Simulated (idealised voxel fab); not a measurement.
The name of this process module is voxel released beams.
Pictured: cross-section cut, 290 nm wide, on a grid of 5 nm square cells.
Each cross-section below is a grid of square cells, stated as bands in top-down order, with one or more rows of cells making up each band.
Top, bottom (nm), then materials left to right with widths (nm); lone material tagged "throughout" fills the whole band edge to edge; "air" = empty space.
Heights are reckoned from 0. Under this level, the received wafer is all of one material. The bottommost band is open-ended downward, for example "z 0 and below".
You'd read "30->40" like this: the band's top row of cells is as wide as the first number, its bottom row is as wide as the second, and going down, every row changes width by the same amount as the row before did.
The cross-section has no changed cell in any step marked "no modifications".
What "Cavities, sealed" gives you is every empty space of 8 cells or more that is cut off from the top. Each appears as width x height at distance, with the distance taken from the left edge and width, height and distance all in nm.
Read whatever lies past the settings on a step's line as the simulator's own remark about the step.
You can add "overlay nm" to a step's line. For a step with a mask, it describes how far the mask lay to the right of its planned position, and a negative number describes a lay to the left.
-- Process steps (planned)
1,RECEIVE, material Si
2,CONFORMAL_DEP, material SiN, thk nm 10
3,DIRECTIONAL_DEP, material SiO2, thk nm 10
4,MASKED_ETCH, tone open, mask id ANCHOR, width nm 40, etch materials SiO2, depth nm 10, overlay nm 0
5,CONFORMAL_DEP, material TiN, thk nm 15
6,DIRECTIONAL_DEP, material aC, thk nm 15
7,PATTERN, tone cover, mask id BEAM, material resist, width nm 100, thk nm 35, overlay nm 0
8,DIRECTIONAL_ETCH, etch materials aC, depth nm 15
9,STRIP, etch materials resist
10,DIRECTIONAL_ETCH, etch materials TiN, depth nm 15
11,STRIP, etch materials aC
12,STRIP, etch materials SiO2
-- Wafer cross-section on receipt, i.e. after step 1
z 0 and below: Si throughout
Cavities, sealed: none
-- One mistake in running the module, otherwise start and plan as above: cross-section at the end
z 30 to 20: air 90 nm; TiN 20 nm; air 10 nm; TiN 70 nm; air 100 nm
z 20 to 15: air 90 nm; TiN 100 nm; air 100 nm
z 15 to 5: air 95 nm; TiN 40 nm; air 155 nm
z 5 to 0: SiN throughout
z 0 and below: Si throughout
Cavities, sealed: none
What went wrong in running the wafer? not per plan at step 2, really ran CONFORMAL_DEP, material SiN, thk nm 5
